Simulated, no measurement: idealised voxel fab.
The following process module bears the name voxel ribs on slabs.
cross-section cut | 290 nm wide | cells 5 nm
Reading order for cross-sections: top band down to bottom band. Underlying form: a grid of square cells. Band size: one or more rows of cells. It is stipulated that each band's entry specify, in nanometres, the height of the top of the band and then that of its bottom, followed by the materials of the band in left-to-right sequence, each together with its width in nanometres. A single material marked by the word "everywhere" is understood to fill the band from edge to edge; the word "air" is understood to denote empty space. Measure heights from 0. That's the level where, below it, the as-received wafer is all one material. The lowest band is bottomless and extends downward; write it as in "0 down". When a width is written as two numbers, as in "30->40", the first number is the width in the top row of cells of the band and the second is the width in its bottom row, and the width changes by the same amount from each row to the next. Where a step carries "stayed the same", the cross-section came out of it unchanged, cell for cell. Listed in "Fully closed voids": every empty space of 8 or more cells without an open way to the top. Form: width x height at distance, the distance being from the left edge, all in nm. On a step's line, text after the settings is the simulator commenting on that step. A step's line can hold "overlay nm"; with a mask on that step, the setting says how far right of the planned place the mask lay, while a negative setting says it lay to the left.
**Here's what the planned process steps look like**
1: RECEIVE, material Si
2: DIRECTIONAL_DEP, material SiO2, thk nm 20
3: DIRECTIONAL_DEP, material SiN, thk nm 15
4: PATTERN, tone cover, mask id RIB, material resist, width nm 30, thk nm 20, overlay nm 0
5: DIRECTIONAL_ETCH, etch materials SiN, depth nm 10
6: STRIP, etch materials resist
7: PATTERN, tone cover, mask id SLAB, material resist, width nm 60, thk nm 20, overlay nm 0
8: DIRECTIONAL_ETCH, etch materials SiN, depth nm 5
9: STRIP, etch materials resist
10: FILL_DEP, material SiO2, thk nm 25
11: CMP, height nm 55
12: DIRECTIONAL_DEP, material TiN, thk nm 5
13: DIRECTIONAL_DEP, material aC, thk nm 15
14: PATTERN, tone cover, mask id HEATER, material resist, width nm 40, thk nm 30, overlay nm 0
15: DIRECTIONAL_ETCH, etch materials aC, depth nm 15
16: STRIP, etch materials resist
17: DIRECTIONAL_ETCH, etch materials TiN, depth nm 5
18: STRIP, etch materials aC
19: CONFORMAL_DEP, material SiN, thk nm 5
**First of the two wafers, run per plan**
**As-received state of the wafer in cross-section, equivalent to post-step 1**
    0 down: Si everywhere
    Fully closed voids: none
**Wafer after step 2 (cross-section)**
    20 to 0: SiO2 everywhere
    Below 0, no change.
**Wafer after step 3 (cross-section)**
    35 to 20: SiN everywhere
    Below 20, no change.
**Wafer after step 4 (cross-section)**
    55 to 35: 130 air, then 30 resist, then 130 air
    Below 35, no change.
**Wafer after step 5 (cross-section)**
    55 to 35: 130 air, then 30 resist, then 130 air
    35 to 25: 130 air, then 30 SiN, then 130 air
    Below 25, no change.
**Wafer after step 6 (cross-section)**
    35 to 25: 130 air, then 30 SiN, then 130 air
    Below 25, no change.
**Wafer after step 7 (cross-section)**
    55 to 35: 115 air, then 60 resist, then 115 air
    35 to 25: 115 air, then 15 resist, then 30 SiN, then 15 resist, then 115 air
    Below 25, no change.
**Wafer after step 8 (cross-section)**
    55 to 35: 115 air, then 60 resist, then 115 air
    35 to 25: 115 air, then 15 resist, then 30 SiN, then 15 resist, then 115 air
    25 to 20: 115 air, then 60 SiN, then 115 air
    Below 20, no change.
**Wafer after step 9 (cross-section)**
    35 to 25: 130 air, then 30 SiN, then 130 air
    Below 25, no change.
**Wafer after step 10 (cross-section)**
    60 to 35: SiO2 everywhere
    35 to 25: 130 SiO2, then 30 SiN, then 130 SiO2
    25 to 20: 115 SiO2, then 60 SiN, then 115 SiO2
    Below 20, no change.
**Wafer after step 11 (cross-section)**
    55 to 35: SiO2 everywhere
    Below 35, no change.
**Wafer after step 12 (cross-section)**
    60 to 55: TiN everywhere
    Below 55, no change.
**Wafer after step 13 (cross-section)**
    75 to 60: aC everywhere
    Below 60, no change.
**Wafer after step 14 (cross-section)**
    105 to 75: 125 air, then 40 resist, then 125 air
    Below 75, no change.
**Wafer after step 15 (cross-section)**
    90 to 75: 125 air, then 40 resist, then 125 air
    75 to 60: 125 air, then 40 aC, then 125 air
    Below 60, no change.
**Wafer after step 16 (cross-section)**
    75 to 60: 125 air, then 40 aC, then 125 air
    Below 60, no change.
**Wafer after step 17 (cross-section)**
    75 to 60: 125 air, then 40 aC, then 125 air
    60 to 55: 125 air, then 40 TiN, then 125 air
    Below 55, no change.
**Wafer after step 18 (cross-section)**
    60 to 55: 125 air, then 40 TiN, then 125 air
    Below 55, no change.
**Wafer after step 19 (cross-section)**
    65 to 60: 120 air, then 50 SiN, then 120 air
    60 to 55: 125 SiN, then 40 TiN, then 125 SiN
    Below 55, no change.
**Second Wafer (Identical Start and Plan, One Processing Error; Matches First Wafer Through Step 6)**
**Second wafer shown in cross-section at the time step 7 was slated to end**
    55 to 35: 125 air, then 60 resist, then 105 air
    35 to 25: 125 air, then 5 resist, then 30 SiN, then 25 resist, then 105 air
    Below 25, no change.
**Second wafer shown in cross-section at the time step 8 was slated to end**
    55 to 35: 125 air, then 60 resist, then 105 air
    35 to 25: 125 air, then 5 resist, then 30 SiN, then 25 resist, then 105 air
    25 to 20: 125 air, then 60 SiN, then 105 air
    Below 20, no change.
**Second wafer shown in cross-section at the time step 9 was slated to end**
    35 to 25: 130 air, then 30 SiN, then 130 air
    Below 25, no change.
**Second wafer shown in cross-section at the time step 10 was slated to end**
    60 to 35: SiO2 everywhere
    35 to 25: 130 SiO2, then 30 SiN, then 130 SiO2
    25 to 20: 125 SiO2, then 60 SiN, then 105 SiO2
    Below 20, no change.
**Second wafer shown in cross-section at the time step 11 was slated to end**
    55 to 35: SiO2 everywhere
    Below 35, no change.
**Second wafer shown in cross-section at the time step 12 was slated to end**
    60 to 55: TiN everywhere
    Below 55, no change.
**Second wafer shown in cross-section at the time step 13 was slated to end**
    75 to 60: aC everywhere
    Below 60, no change.
**Second wafer shown in cross-section at the time step 14 was slated to end**
    105 to 75: 125 air, then 40 resist, then 125 air
    Below 75, no change.
**Second wafer shown in cross-section at the time step 15 was slated to end**
    90 to 75: 125 air, then 40 resist, then 125 air
    75 to 60: 125 air, then 40 aC, then 125 air
    Below 60, no change.
**Second wafer shown in cross-section at the time step 16 was slated to end**
    75 to 60: 125 air, then 40 aC, then 125 air
    Below 60, no change.
**Second wafer shown in cross-section at the time step 17 was slated to end**
    75 to 60: 125 air, then 40 aC, then 125 air
    60 to 55: 125 air, then 40 TiN, then 125 air
    Below 55, no change.
**Second wafer shown in cross-section at the time step 18 was slated to end**
    60 to 55: 125 air, then 40 TiN, then 125 air
    Below 55, no change.
**Second wafer shown in cross-section at the time step 19 was slated to end**
    65 to 60: 120 air, then 50 SiN, then 120 air
    60 to 55: 125 SiN, then 40 TiN, then 125 SiN
    Below 55, no change.
Want to know what went wrong? planned and actual differ for step 7; actual: PATTERN, tone cover, mask id SLAB, material resist, width nm 60, thk nm 20, overlay nm 10
At the end, the second wafer has the same number of cells of each material as the first, but those cells sit in other places.
